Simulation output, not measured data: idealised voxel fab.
The document below concerns the process module designated voxel capacitor over wiring.
Square cell edge 5 nm, section width 210 nm, ID cut.
A cross-section is written here as square cells arranged in a grid, and it is given in bands from the top down, each band taking up one or more rows of cells. What a band's entry tells you: where the top is and where the bottom is, as heights in nm, and after that what lies inside, material by material from left to right, each with its width in nm. Empty space is written as the word "blank", and a single material marked with the word "throughout" occupies the band from edge to edge. Ref level 0: as-received wafer is one material below here. Bottom band extends down with no lower bound ("0 down"). Width spec "30..40" -> top row of cells at first value, bottom row at second value, equal per-row change in between. A step reported as "nothing changed" is a step in which no cell of the cross-section changed. Empty spaces counting at least 8 cells and having no open way to the top are listed in "Enclosed void list". The notation width x height at distance is used for each, the distance being from the left edge and all three values in nm. Text after the settings on a step's line: the simulator's own remark on that step. "overlay nm" denotes, for a step that has a mask, the displacement of the mask to the right of its planned place, with negative values corresponding to the left.
Set out below are the planned steps of the process
| 1 | RECEIVE,material Si |
| 2 | CONFORMAL_DEP,material SiO2,thk nm 15 |
| 3 | DIRECTIONAL_DEP,material TiN,thk nm 5 |
| 4 | DIRECTIONAL_DEP,material W,thk nm 20 |
| 5 | PATTERN,tone cover,mask id METAL_1,material resist,width nm 25,pitch nm 85,thk nm 15,overlay nm 0 |
| 6 | DIRECTIONAL_ETCH,etch materials W,depth nm 20 |
| 7 | DIRECTIONAL_ETCH,etch materials TiN,depth nm 5 |
| 8 | STRIP,etch materials resist |
| 9 | CONFORMAL_DEP,material SiN,thk nm 5 |
| 10 | FILL_DEP,material lowk,thk nm 5 |
| 11 | CMP,height nm 40 |
| 12 | CONFORMAL_DEP,material SiCN,thk nm 5 |
| 13 | DIRECTIONAL_DEP,material lowk,thk nm 15 |
| 14 | DIRECTIONAL_DEP,material aC,thk nm 15 |
| 15 | PATTERN,tone open,mask id PLUG_1,material resist,width nm 15,thk nm 30,overlay nm 0 |
| 16 | DIRECTIONAL_ETCH,etch materials aC,depth nm 15 |
| 17 | STRIP,etch materials resist |
| 18 | DIRECTIONAL_ETCH,etch materials lowk,depth nm 15 |
| 19 | DIRECTIONAL_ETCH,etch materials SiCN,depth nm 5 |
| 20 | STRIP,etch materials aC |
| 21 | EPI,material Ru,thk nm 10 |
| 22 | EPI,material Ru,thk nm 10 |
| 23 | DIRECTIONAL_DEP,material TiN,thk nm 10 |
| 24 | DIRECTIONAL_DEP,material SiN,thk nm 5 |
| 25 | DIRECTIONAL_DEP,material TiN,thk nm 5 |
| 26 | PATTERN,tone cover,mask id UPPER_PLATE,material resist,width nm 65,thk nm 15,overlay nm 0 |
| 27 | DIRECTIONAL_ETCH,etch materials TiN,depth nm 5 |
| 28 | DIRECTIONAL_ETCH,etch materials SiN,depth nm 5 |
| 29 | STRIP,etch materials resist |
| 30 | PATTERN,tone cover,mask id LOWER_PLATE,material resist,width nm 75,thk nm 20,overlay nm 0 |
| 31 | DIRECTIONAL_ETCH,etch materials TiN,depth nm 10 |
| 32 | STRIP,etch materials resist |
| 33 | FILL_DEP,material SiO2,thk nm 15 |
| 34 | CMP,height nm 90 |
| 35 | DIRECTIONAL_DEP,material aC,thk nm 10 |
| 36 | PATTERN,tone open,mask id PLUG_2,material resist,width nm 15,thk nm 30,overlay nm 0 |
| 37 | DIRECTIONAL_ETCH,etch materials aC,depth nm 10 |
| 38 | STRIP,etch materials resist |
| 39 | DIRECTIONAL_ETCH,etch materials SiO2,depth nm 10 |
| 40 | STRIP,etch materials aC |
| 41 | CONFORMAL_DEP,material TiN,thk nm 5 |
| 42 | FILL_DEP,material Ru,thk nm 10 |
| 43 | CMP,height nm 90 |
| 44 | CONFORMAL_DEP,material SiCN,thk nm 5 |
The first of a set of two wafers, run to plan
As-received wafer cross-section (after step 1)
> 0 down = Si throughout
> Enclosed void list: none
The following cross-section depicts the wafer upon completion of step 2
> 15 to 0 = SiO2 throughout
> For the remainder of the cross-section, below 0, there is no change.
The following cross-section depicts the wafer upon completion of step 3
> 20 to 15 = TiN throughout
> For the remainder of the cross-section, below 15, there is no change.
The following cross-section depicts the wafer upon completion of step 4
> 40 to 20 = W throughout
> For the remainder of the cross-section, below 20, there is no change.
The following cross-section depicts the wafer upon completion of step 5
> 55 to 40 = blank (50), then resist (25), then blank (60), then resist (25), then blank (50)
> For the remainder of the cross-section, below 40, there is no change.
The following cross-section depicts the wafer upon completion of step 6
> 55 to 40 = blank (50), then resist (25), then blank (60), then resist (25), then blank (50)
> 40 to 20 = blank (50), then W (25), then blank (60), then W (25), then blank (50)
> For the remainder of the cross-section, below 20, there is no change.
The following cross-section depicts the wafer upon completion of step 7
> 55 to 40 = blank (50), then resist (25), then blank (60), then resist (25), then blank (50)
> 40 to 20 = blank (50), then W (25), then blank (60), then W (25), then blank (50)
> 20 to 15 = blank (50), then TiN (25), then blank (60), then TiN (25), then blank (50)
> For the remainder of the cross-section, below 15, there is no change.
The following cross-section depicts the wafer upon completion of step 8
> 40 to 20 = blank (50), then W (25), then blank (60), then W (25), then blank (50)
> For the remainder of the cross-section, below 20, there is no change.
The following cross-section depicts the wafer upon completion of step 9
> 45 to 40 = blank (45), then SiN (35), then blank (50), then SiN (35), then blank (45)
> 40 to 20 = blank (45), then SiN (5), then W (25), then SiN (5), then blank (50), then SiN (5), then W (25), then SiN (5), then blank (45)
> 20 to 15 = SiN (50), then TiN (25), then SiN (60), then TiN (25), then SiN (50)
> For the remainder of the cross-section, below 15, there is no change.
The following cross-section depicts the wafer upon completion of step 10
> 50 to 45 = lowk throughout
> 45 to 40 = lowk (45), then SiN (35), then lowk (50), then SiN (35), then lowk (45)
> 40 to 20 = lowk (45), then SiN (5), then W (25), then SiN (5), then lowk (50), then SiN (5), then W (25), then SiN (5), then lowk (45)
> For the remainder of the cross-section, below 20, there is no change.
The following cross-section depicts the wafer upon completion of step 11
> 40 to 20 = lowk (45), then SiN (5), then W (25), then SiN (5), then lowk (50), then SiN (5), then W (25), then SiN (5), then lowk (45)
> For the remainder of the cross-section, below 20, there is no change.
The following cross-section depicts the wafer upon completion of step 12
> 45 to 40 = SiCN throughout
> For the remainder of the cross-section, below 40, there is no change.
The following cross-section depicts the wafer upon completion of step 13
> 60 to 45 = lowk throughout
> For the remainder of the cross-section, below 45, there is no change.
The following cross-section depicts the wafer upon completion of step 14
> 75 to 60 = aC throughout
> For the remainder of the cross-section, below 60, there is no change.
The following cross-section depicts the wafer upon completion of step 15
> 105 to 75 = resist (60), then blank (15), then resist (135)
> For the remainder of the cross-section, below 75, there is no change.
The following cross-section depicts the wafer upon completion of step 16
> 90 to 75 = resist (60), then blank (15), then resist (135)
> 75 to 60 = aC (60), then blank (15), then aC (135)
> For the remainder of the cross-section, below 60, there is no change.
The following cross-section depicts the wafer upon completion of step 17
> 75 to 60 = aC (60), then blank (15), then aC (135)
> For the remainder of the cross-section, below 60, there is no change.
The following cross-section depicts the wafer upon completion of step 18
> 75 to 60 = aC (60), then blank (15), then aC (135)
> 60 to 45 = lowk (60), then blank (15), then lowk (135)
> For the remainder of the cross-section, below 45, there is no change.
The following cross-section depicts the wafer upon completion of step 19
> 75 to 60 = aC (60), then blank (15), then aC (135)
> 60 to 45 = lowk (60), then blank (15), then lowk (135)
> 45 to 40 = SiCN (60), then blank (15), then SiCN (135)
> For the remainder of the cross-section, below 40, there is no change.
The following cross-section depicts the wafer upon completion of step 20
> 60 to 45 = lowk (60), then blank (15), then lowk (135)
> For the remainder of the cross-section, below 45, there is no change.
The following cross-section depicts the wafer upon completion of step 21
> 60 to 50 = lowk (60), then blank (15), then lowk (135)
> 50 to 45 = lowk (60), then Ru (15), then lowk (135)
> 45 to 40 = SiCN (60), then Ru (15), then SiCN (135)
> For the remainder of the cross-section, below 40, there is no change.
The following cross-section depicts the wafer upon completion of step 22
> 60 to 45 = lowk (60), then Ru (15), then lowk (135)
> For the remainder of the cross-section, below 45, there is no change.
The following cross-section depicts the wafer upon completion of step 23
> 70 to 60 = TiN throughout
> For the remainder of the cross-section, below 60, there is no change.
The following cross-section depicts the wafer upon completion of step 24
> 75 to 70 = SiN throughout
> For the remainder of the cross-section, below 70, there is no change.
The following cross-section depicts the wafer upon completion of step 25
> 80 to 75 = TiN throughout
> For the remainder of the cross-section, below 75, there is no change.
The following cross-section depicts the wafer upon completion of step 26
> 95 to 80 = blank (60), then resist (65), then blank (85)
> For the remainder of the cross-section, below 80, there is no change.
The following cross-section depicts the wafer upon completion of step 27
> 95 to 80 = blank (60), then resist (65), then blank (85)
> 80 to 75 = blank (60), then TiN (65), then blank (85)
> For the remainder of the cross-section, below 75, there is no change.
The following cross-section depicts the wafer upon completion of step 28
> 95 to 80 = blank (60), then resist (65), then blank (85)
> 80 to 75 = blank (60), then TiN (65), then blank (85)
> 75 to 70 = blank (60), then SiN (65), then blank (85)
> For the remainder of the cross-section, below 70, there is no change.
The following cross-section depicts the wafer upon completion of step 29
> 80 to 75 = blank (60), then TiN (65), then blank (85)
> For the remainder of the cross-section, below 75, there is no change.
The following cross-section depicts the wafer upon completion of step 30
> 100 to 80 = blank (55), then resist (75), then blank (80)
> 80 to 75 = blank (55), then resist (5), then TiN (65), then resist (5), then blank (80)
> 75 to 70 = blank (55), then resist (5), then SiN (65), then resist (5), then blank (80)
> For the remainder of the cross-section, below 70, there is no change.
The following cross-section depicts the wafer upon completion of step 31
> 100 to 80 = blank (55), then resist (75), then blank (80)
> 80 to 75 = blank (55), then resist (5), then TiN (65), then resist (5), then blank (80)
> 75 to 70 = blank (55), then resist (5), then SiN (65), then resist (5), then blank (80)
> 70 to 60 = blank (55), then TiN (75), then blank (80)
> For the remainder of the cross-section, below 60, there is no change.
The following cross-section depicts the wafer upon completion of step 32
> 80 to 75 = blank (60), then TiN (65), then blank (85)
> 75 to 70 = blank (60), then SiN (65), then blank (85)
> For the remainder of the cross-section, below 70, there is no change.
The following cross-section depicts the wafer upon completion of step 33
> 95 to 80 = SiO2 throughout
> 80 to 75 = SiO2 (60), then TiN (65), then SiO2 (85)
> 75 to 70 = SiO2 (60), then SiN (65), then SiO2 (85)
> 70 to 60 = SiO2 (55), then TiN (75), then SiO2 (80)
> For the remainder of the cross-section, below 60, there is no change.
The following cross-section depicts the wafer upon completion of step 34
> 90 to 80 = SiO2 throughout
> For the remainder of the cross-section, below 80, there is no change.
The following cross-section depicts the wafer upon completion of step 35
> 100 to 90 = aC throughout
> For the remainder of the cross-section, below 90, there is no change.
The following cross-section depicts the wafer upon completion of step 36
> 130 to 100 = resist (70), then blank (15), then resist (125)
> For the remainder of the cross-section, below 100, there is no change.
The following cross-section depicts the wafer upon completion of step 37
> 120 to 100 = resist (70), then blank (15), then resist (125)
> 100 to 90 = aC (70), then blank (15), then aC (125)
> For the remainder of the cross-section, below 90, there is no change.
The following cross-section depicts the wafer upon completion of step 38
> 100 to 90 = aC (70), then blank (15), then aC (125)
> For the remainder of the cross-section, below 90, there is no change.
The following cross-section depicts the wafer upon completion of step 39
> 100 to 90 = aC (70), then blank (15), then aC (125)
> 90 to 80 = SiO2 (70), then blank (15), then SiO2 (125)
> For the remainder of the cross-section, below 80, there is no change.
The following cross-section depicts the wafer upon completion of step 40
> 90 to 80 = SiO2 (70), then blank (15), then SiO2 (125)
> For the remainder of the cross-section, below 80, there is no change.
The following cross-section depicts the wafer upon completion of step 41
> 95 to 90 = TiN (75), then blank (5), then TiN (130)
> 90 to 85 = SiO2 (70), then TiN (5), then blank (5), then TiN (5), then SiO2 (125)
> 85 to 75 = SiO2 (70..60), then TiN (15..65), then SiO2 (125..85)
> For the remainder of the cross-section, below 75, there is no change.
The following cross-section depicts the wafer upon completion of step 42
> 105 to 95 = Ru throughout
> 95 to 90 = TiN (75), then Ru (5), then TiN (130)
> 90 to 85 = SiO2 (70), then TiN (5), then Ru (5), then TiN (5), then SiO2 (125)
> For the remainder of the cross-section, below 85, there is no change.
The following cross-section depicts the wafer upon completion of step 43
> 90 to 85 = SiO2 (70), then TiN (5), then Ru (5), then TiN (5), then SiO2 (125)
> For the remainder of the cross-section, below 85, there is no change.
The following cross-section depicts the wafer upon completion of step 44
> 95 to 90 = SiCN throughout
> For the remainder of the cross-section, below 90, there is no change.
Wafer two of two - same starting point, same process plan, one mistake in execution; matches wafer one up to and including step 4
Second wafer, cut view, end of step 5 per plan
> 55 to 40 = resist (50), then blank (25), then resist (60), then blank (25), then resist (50)
> For the remainder of the cross-section, below 40, there is no change.
Second wafer, cut view, end of step 6 per plan
> 55 to 40 = resist (50), then blank (25), then resist (60), then blank (25), then resist (50)
> 40 to 20 = W (50), then blank (25), then W (60), then blank (25), then W (50)
> For the remainder of the cross-section, below 20, there is no change.
Second wafer, cut view, end of step 7 per plan
> 55 to 40 = resist (50), then blank (25), then resist (60), then blank (25), then resist (50)
> 40 to 20 = W (50), then blank (25), then W (60), then blank (25), then W (50)
> 20 to 15 = TiN (50), then blank (25), then TiN (60), then blank (25), then TiN (50)
> For the remainder of the cross-section, below 15, there is no change.
Second wafer, cut view, end of step 8 per plan
> 40 to 20 = W (50), then blank (25), then W (60), then blank (25), then W (50)
> For the remainder of the cross-section, below 20, there is no change.
Second wafer, cut view, end of step 9 per plan
> 45 to 40 = SiN (55), then blank (15), then SiN (70), then blank (15), then SiN (55)
> 40 to 20 = W (50), then SiN (5), then blank (15), then SiN (5), then W (60), then SiN (5), then blank (15), then SiN (5), then W (50)
> 20 to 15 = TiN (50), then SiN (25), then TiN (60), then SiN (25), then TiN (50)
> For the remainder of the cross-section, below 15, there is no change.
Second wafer, cut view, end of step 10 per plan
> 50 to 45 = lowk throughout
> 45 to 40 = SiN (55), then lowk (15), then SiN (70), then lowk (15), then SiN (55)
> 40 to 20 = W (50), then SiN (5), then lowk (15), then SiN (5), then W (60), then SiN (5), then lowk (15), then SiN (5), then W (50)
> For the remainder of the cross-section, below 20, there is no change.
Second wafer, cut view, end of step 11 per plan
> 40 to 20 = W (50), then SiN (5), then lowk (15), then SiN (5), then W (60), then SiN (5), then lowk (15), then SiN (5), then W (50)
> For the remainder of the cross-section, below 20, there is no change.
Second wafer, cut view, end of step 12 per plan
> 45 to 40 = SiCN throughout
> For the remainder of the cross-section, below 40, there is no change.
Second wafer, cut view, end of step 13 per plan
> 60 to 45 = lowk throughout
> For the remainder of the cross-section, below 45, there is no change.
Second wafer, cut view, end of step 14 per plan
> 75 to 60 = aC throughout
> For the remainder of the cross-section, below 60, there is no change.
Second wafer, cut view, end of step 15 per plan
> 105 to 75 = resist (60), then blank (15), then resist (135)
> For the remainder of the cross-section, below 75, there is no change.
Second wafer, cut view, end of step 16 per plan
> 90 to 75 = resist (60), then blank (15), then resist (135)
> 75 to 60 = aC (60), then blank (15), then aC (135)
> For the remainder of the cross-section, below 60, there is no change.
Second wafer, cut view, end of step 17 per plan
> 75 to 60 = aC (60), then blank (15), then aC (135)
> For the remainder of the cross-section, below 60, there is no change.
Second wafer, cut view, end of step 18 per plan
> 75 to 60 = aC (60), then blank (15), then aC (135)
> 60 to 45 = lowk (60), then blank (15), then lowk (135)
> For the remainder of the cross-section, below 45, there is no change.
Second wafer, cut view, end of step 19 per plan
> 75 to 60 = aC (60), then blank (15), then aC (135)
> 60 to 45 = lowk (60), then blank (15), then lowk (135)
> 45 to 40 = SiCN (60), then blank (15), then SiCN (135)
> For the remainder of the cross-section, below 40, there is no change.
Second wafer, cut view, end of step 20 per plan
> 60 to 45 = lowk (60), then blank (15), then lowk (135)
> For the remainder of the cross-section, below 45, there is no change.
Second wafer, cut view, end of step 21 per plan: nothing changed
Second wafer, cut view, end of step 22 per plan: nothing changed
Second wafer, cut view, end of step 23 per plan
> 70 to 60 = TiN (60), then blank (15), then TiN (135)
> 60 to 50 = lowk (60), then blank (15), then lowk (135)
> 50 to 45 = lowk (60), then TiN (15), then lowk (135)
> 45 to 40 = SiCN (60), then TiN (15), then SiCN (135)
> For the remainder of the cross-section, below 40, there is no change.
Second wafer, cut view, end of step 24 per plan
> 75 to 70 = SiN (60), then blank (15), then SiN (135)
> 70 to 60 = TiN (60), then blank (15), then TiN (135)
> 60 to 55 = lowk (60), then blank (15), then lowk (135)
> 55 to 50 = lowk (60), then SiN (15), then lowk (135)
> For the remainder of the cross-section, below 50, there is no change.
Second wafer, cut view, end of step 25 per plan
> 80 to 75 = TiN (60), then blank (15), then TiN (135)
> 75 to 70 = SiN (60), then blank (15), then SiN (135)
> 70 to 60 = TiN (60), then blank (15), then TiN (135)
> 60 to 55 = lowk (60), then TiN (15), then lowk (135)
> For the remainder of the cross-section, below 55, there is no change.
Second wafer, cut view, end of step 26 per plan
> 95 to 80 = blank (60), then resist (65), then blank (85)
> 80 to 75 = TiN (60), then resist (15), then TiN (135)
> 75 to 70 = SiN (60), then resist (15), then SiN (135)
> 70 to 60 = TiN (60), then resist (15), then TiN (135)
> For the remainder of the cross-section, below 60, there is no change.
Second wafer, cut view, end of step 27 per plan
> 95 to 80 = blank (60), then resist (65), then blank (85)
> 80 to 75 = blank (60), then resist (15), then TiN (50), then blank (85)
> For the remainder of the cross-section, below 75, there is no change.
Second wafer, cut view, end of step 28 per plan
> 95 to 80 = blank (60), then resist (65), then blank (85)
> 80 to 75 = blank (60), then resist (15), then TiN (50), then blank (85)
> 75 to 70 = blank (60), then resist (15), then SiN (50), then blank (85)
> For the remainder of the cross-section, below 70, there is no change.
Second wafer, cut view, end of step 29 per plan
> 80 to 75 = blank (75), then TiN (50), then blank (85)
> 75 to 70 = blank (75), then SiN (50), then blank (85)
> 70 to 60 = TiN (60), then blank (15), then TiN (135)
> For the remainder of the cross-section, below 60, there is no change.
Second wafer, cut view, end of step 30 per plan
> 100 to 80 = blank (55), then resist (75), then blank (80)
> 80 to 75 = blank (55), then resist (20), then TiN (50), then resist (5), then blank (80)
> 75 to 70 = blank (55), then resist (20), then SiN (50), then resist (5), then blank (80)
> 70 to 60 = TiN (60), then resist (15), then TiN (135)
> For the remainder of the cross-section, below 60, there is no change.
Second wafer, cut view, end of step 31 per plan
> 100 to 80 = blank (55), then resist (75), then blank (80)
> 80 to 75 = blank (55), then resist (20), then TiN (50), then resist (5), then blank (80)
> 75 to 70 = blank (55), then resist (20), then SiN (50), then resist (5), then blank (80)
> 70 to 60 = blank (55), then TiN (5), then resist (15), then TiN (55), then blank (80)
> For the remainder of the cross-section, below 60, there is no change.
Second wafer, cut view, end of step 32 per plan
> 80 to 75 = blank (75), then TiN (50), then blank (85)
> 75 to 70 = blank (75), then SiN (50), then blank (85)
> 70 to 60 = blank (55), then TiN (5), then blank (15), then TiN (55), then blank (80)
> For the remainder of the cross-section, below 60, there is no change.
Second wafer, cut view, end of step 33 per plan
> 95 to 80 = SiO2 throughout
> 80 to 75 = SiO2 (75), then TiN (50), then SiO2 (85)
> 75 to 70 = SiO2 (75), then SiN (50), then SiO2 (85)
> 70 to 60 = SiO2 (55), then TiN (5), then SiO2 (15), then TiN (55), then SiO2 (80)
> For the remainder of the cross-section, below 60, there is no change.
Second wafer, cut view, end of step 34 per plan
> 90 to 80 = SiO2 throughout
> For the remainder of the cross-section, below 80, there is no change.
Second wafer, cut view, end of step 35 per plan
> 100 to 90 = aC throughout
> For the remainder of the cross-section, below 90, there is no change.
Second wafer, cut view, end of step 36 per plan
> 130 to 100 = resist (70), then blank (15), then resist (125)
> For the remainder of the cross-section, below 100, there is no change.
Second wafer, cut view, end of step 37 per plan
> 120 to 100 = resist (70), then blank (15), then resist (125)
> 100 to 90 = aC (70), then blank (15), then aC (125)
> For the remainder of the cross-section, below 90, there is no change.
Second wafer, cut view, end of step 38 per plan
> 100 to 90 = aC (70), then blank (15), then aC (125)
> For the remainder of the cross-section, below 90, there is no change.
Second wafer, cut view, end of step 39 per plan
> 100 to 90 = aC (70), then blank (15), then aC (125)
> 90 to 80 = SiO2 (70), then blank (15), then SiO2 (125)
> For the remainder of the cross-section, below 80, there is no change.
Second wafer, cut view, end of step 40 per plan
> 90 to 80 = SiO2 (70), then blank (15), then SiO2 (125)
> For the remainder of the cross-section, below 80, there is no change.
Second wafer, cut view, end of step 41 per plan
> 95 to 90 = TiN (75), then blank (5), then TiN (130)
> 90 to 85 = SiO2 (70), then TiN (5), then blank (5), then TiN (5), then SiO2 (125)
> 85 to 75 = SiO2 (70..75), then TiN (15..50), then SiO2 (125..85)
> For the remainder of the cross-section, below 75, there is no change.
Second wafer, cut view, end of step 42 per plan
> 105 to 95 = Ru throughout
> 95 to 90 = TiN (75), then Ru (5), then TiN (130)
> 90 to 85 = SiO2 (70), then TiN (5), then Ru (5), then TiN (5), then SiO2 (125)
> For the remainder of the cross-section, below 85, there is no change.
Second wafer, cut view, end of step 43 per plan
> 90 to 85 = SiO2 (70), then TiN (5), then Ru (5), then TiN (5), then SiO2 (125)
> For the remainder of the cross-section, below 85, there is no change.
Second wafer, cut view, end of step 44 per plan
> 95 to 90 = SiCN throughout
> For the remainder of the cross-section, below 90, there is no change.
Deviation from plan: rather than as planned, step 5 actually ran as PATTERN,tone open,mask id METAL_1,material resist,width nm 25,pitch nm 85,thk nm 15,overlay nm 0
Materials where the second wafer ends with more or fewer cells than the first: -12 Ru | -22 SiN | +12 SiO2 | +22 TiN | +88 W | -88 lowk
